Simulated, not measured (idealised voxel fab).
process module | voxel wiring stack
cross-section cut | 160 nm wide | cells 5 nm
A cross-section is a grid of square cells, given in bands from the top down. A band is one or more rows of cells.
Each band's line starts with the height of the band's top and of its bottom, in nm. Then come its materials from left to right, each with its width in nm. One material with "throughout" fills the band from edge to edge. "air" is empty space.
Height 0 is the level under which the wafer as received is all one material. The lowest band goes on downwards, as in "0 down".
A width such as "30 to 40" changes by the same amount from each row of cells to the next, from the band's top row to its bottom row.
"no change" after a step means that no cell of the cross-section changed.
closed voids: empty space of 8 cells or more with no open way to the top, each as width x height at its distance from the left edge, in nm
after a step's settings: what the simulator itself notes on the step
overlay nm, on a step with a mask: how far to the right of its planned place the mask lay; to the left if negative
plan
1 op RECEIVE | material Si
2 op CONFORMAL_DEP | material SiO2 | thk nm 15
3 op CONFORMAL_DEP | material SiCN | thk nm 5
4 op DIRECTIONAL_DEP | material lowk | thk nm 20
5 op DIRECTIONAL_DEP | material aC | thk nm 15
6 op PATTERN | tone open | mask id METAL_1 | material resist | width nm 25 | pitch nm 45 | thk nm 30 | overlay nm 0
7 op DIRECTIONAL_ETCH | etch materials aC | depth nm 15
8 op STRIP | etch materials resist
9 op DIRECTIONAL_ETCH | etch materials lowk | depth nm 20
10 op DIRECTIONAL_ETCH | etch materials SiCN | depth nm 5
11 op STRIP | etch materials aC
12 op CONFORMAL_DEP | material TiN | thk nm 5
13 op FILL_DEP | material Cu | thk nm 5
14 op CMP | height nm 40
15 op CONFORMAL_DEP | material SiCN | thk nm 5
16 op DIRECTIONAL_DEP | material lowk | thk nm 15
17 op MASKED_ETCH | tone open | mask id PLUG_1 | width nm 15 | pitch nm 45 | etch materials lowk | depth nm 15 | overlay nm 0
18 op MASKED_ETCH | tone open | mask id PLUG_1 | width nm 15 | pitch nm 45 | etch materials SiCN | depth nm 5 | overlay nm 0
19 op EPI | material Ru | thk nm 10
20 op EPI | material Ru | thk nm 10
21 op CONFORMAL_DEP | material SiCN | thk nm 5
22 op DIRECTIONAL_DEP | material SiO2 | thk nm 20
23 op PATTERN | tone open | mask id METAL_2 | material resist | width nm 25 | pitch nm 45 | thk nm 15 | overlay nm 0
24 op DIRECTIONAL_ETCH | etch materials SiO2 | depth nm 20
25 op DIRECTIONAL_ETCH | etch materials SiCN | depth nm 5
26 op STRIP | etch materials resist
27 op CONFORMAL_DEP | material TiN | thk nm 5
28 op FILL_DEP | material W | thk nm 10
29 op CMP | height nm 85
30 op CONFORMAL_DEP | material SiCN | thk nm 5
31 op DIRECTIONAL_DEP | material SiO2 | thk nm 35
32 op PATTERN | tone open | mask id METAL_3_HOLES | material resist | width nm 15 | pitch nm 45 | thk nm 20 | overlay nm 0
33 op DIRECTIONAL_ETCH | etch materials SiO2 | depth nm 35
34 op STRIP | etch materials resist
35 op DIRECTIONAL_DEP | material aC | thk nm 10
36 op PATTERN | tone open | mask id METAL_3 | material resist | width nm 25 | pitch nm 45 | thk nm 30 | overlay nm 0
37 op DIRECTIONAL_ETCH | etch materials aC | depth nm 10
38 op STRIP | etch materials resist
39 op DIRECTIONAL_ETCH | etch materials SiO2 | depth nm 20
40 op DIRECTIONAL_ETCH | etch materials SiCN | depth nm 5
41 op STRIP | etch materials aC
42 op CONFORMAL_DEP | material TiN | thk nm 5
43 op FILL_DEP | material Cu | thk nm 10
44 op CMP | height nm 125
45 op CONFORMAL_DEP | material SiCN | thk nm 5
46 op DIRECTIONAL_DEP | material SiO2 | thk nm 10
47 op PATTERN | tone open | mask id PLUG_3 | material resist | width nm 15 | pitch nm 45 | thk nm 15 | overlay nm 0
48 op DIRECTIONAL_ETCH | etch materials SiO2 | depth nm 10
49 op DIRECTIONAL_ETCH | etch materials SiCN | depth nm 5
50 op STRIP | etch materials resist
51 op EPI | material Ru | thk nm 10
52 op EPI | material Ru | thk nm 5
53 op DIRECTIONAL_DEP | material TiN | thk nm 5
54 op DIRECTIONAL_DEP | material Ru | thk nm 20
55 op PATTERN | tone cover | mask id METAL_4 | material resist | width nm 25 | pitch nm 45 | thk nm 15 | overlay nm 0
56 op DIRECTIONAL_ETCH | etch materials Ru | depth nm 20
57 op DIRECTIONAL_ETCH | etch materials TiN | depth nm 5
58 op STRIP | etch materials resist
59 op CONFORMAL_DEP | material SiN | thk nm 5
60 op FILL_DEP | material lowk | thk nm 10
61 op CMP | height nm 165
62 op CONFORMAL_DEP | material SiCN | thk nm 5
as received, after step 1
  0 down: Si throughout
  closed voids: none
first wafer at the end, as planned
  170 to 165: SiCN throughout
  165 to 145: lowk 40 | SiN 5 | Ru 25 | SiN 5 | lowk 10 | SiN 5 | Ru 25 | SiN 5 | lowk 40
  145 to 140: SiN 45 | TiN 25 | SiN 20 | TiN 25 | SiN 45
  140 to 130: SiO2 45 | Ru 15 | SiO2 30 | Ru 15 | SiO2 55
  130 to 125: SiCN 45 | Ru 15 | SiCN 30 | Ru 15 | SiCN 55
  125 to 110: SiO2 45 | TiN 5 | Cu 15 | TiN 5 | SiO2 20 | TiN 5 | Cu 15 | TiN 5 | SiO2 45
  110 to 105: SiO2 45 | TiN 5 | Cu 5 | TiN 15 | SiO2 20 | TiN 5 | Cu 5 | TiN 15 | SiO2 45
  105 to 90: SiO2 45 | TiN 5 | Cu 5 | TiN 5 | SiO2 30 | TiN 5 | Cu 5 | TiN 5 | SiO2 55
  90 to 85: SiCN 45 | TiN 15 | SiCN 30 | TiN 15 | SiCN 55
  85 to 65: SiO2 45 | TiN 5 | W 15 | TiN 5 | SiO2 20 | TiN 5 | W 15 | TiN 5 | SiO2 45
  65 to 60: SiCN 45 | TiN 25 | SiCN 20 | TiN 25 | SiCN 45
  60 to 45: lowk 45 | Ru 15 | lowk 30 | Ru 15 | lowk 55
  45 to 40: SiCN 45 | Ru 15 | SiCN 30 | Ru 15 | SiCN 55
  40 to 20: lowk 45 | TiN 5 | Cu 15 | TiN 5 | lowk 20 | TiN 5 | Cu 15 | TiN 5 | lowk 45
  20 to 15: SiCN 45 | TiN 25 | SiCN 20 | TiN 25 | SiCN 45
  15 to 0: SiO2 throughout
  0 down: Si throughout
  closed voids: none
second wafer at the end: like start, like plan, one mistake
  170 to 165: SiCN throughout
  165 to 145: lowk 40 | SiN 5 | Ru 25 | SiN 5 | lowk 10 | SiN 5 | Ru 25 | SiN 5 | lowk 40
  145 to 140: SiN 45 | TiN 25 | SiN 20 | TiN 25 | SiN 45
  140 to 130: SiO2 45 | Ru 15 | SiO2 30 | Ru 15 | SiO2 55
  130 to 125: SiCN 45 | Ru 15 | SiCN 30 | Ru 15 | SiCN 55
  125 to 110: SiO2 45 | TiN 5 | Cu 15 | TiN 5 | SiO2 20 | TiN 5 | Cu 15 | TiN 5 | SiO2 45
  110 to 105: SiO2 45 | TiN 5 | Cu 5 | TiN 15 | SiO2 20 | TiN 5 | Cu 5 | TiN 15 | SiO2 45
  105 to 90: SiO2 45 | TiN 5 | Cu 5 | TiN 5 | SiO2 30 | TiN 5 | Cu 5 | TiN 5 | SiO2 55
  90 to 85: SiCN 45 | TiN 15 | SiCN 30 | TiN 15 | SiCN 55
  85 to 65: SiO2 45 | TiN 5 | W 15 | TiN 5 | SiO2 20 | TiN 5 | W 15 | TiN 5 | SiO2 45
  65 to 55: SiCN 45 to 50 | TiN 25 to 5 | SiCN 20 to 40 | TiN 25 to 5 | SiCN 45 to 60
  55 to 40: lowk throughout
  40 to 20: lowk 45 | TiN 5 | Cu 15 | TiN 5 | lowk 20 | TiN 5 | Cu 15 | TiN 5 | lowk 45
  20 to 15: SiCN 45 | TiN 25 | SiCN 20 | TiN 25 | SiCN 45
  15 to 0: SiO2 throughout
  0 down: Si throughout
  closed voids: none
what went wrong: steps 15 and 16 were swapped
at the end the second wafer has, in cells: 24 fewer of Ru | 4 more of SiCN | 2 more of TiN | 18 more of lowk
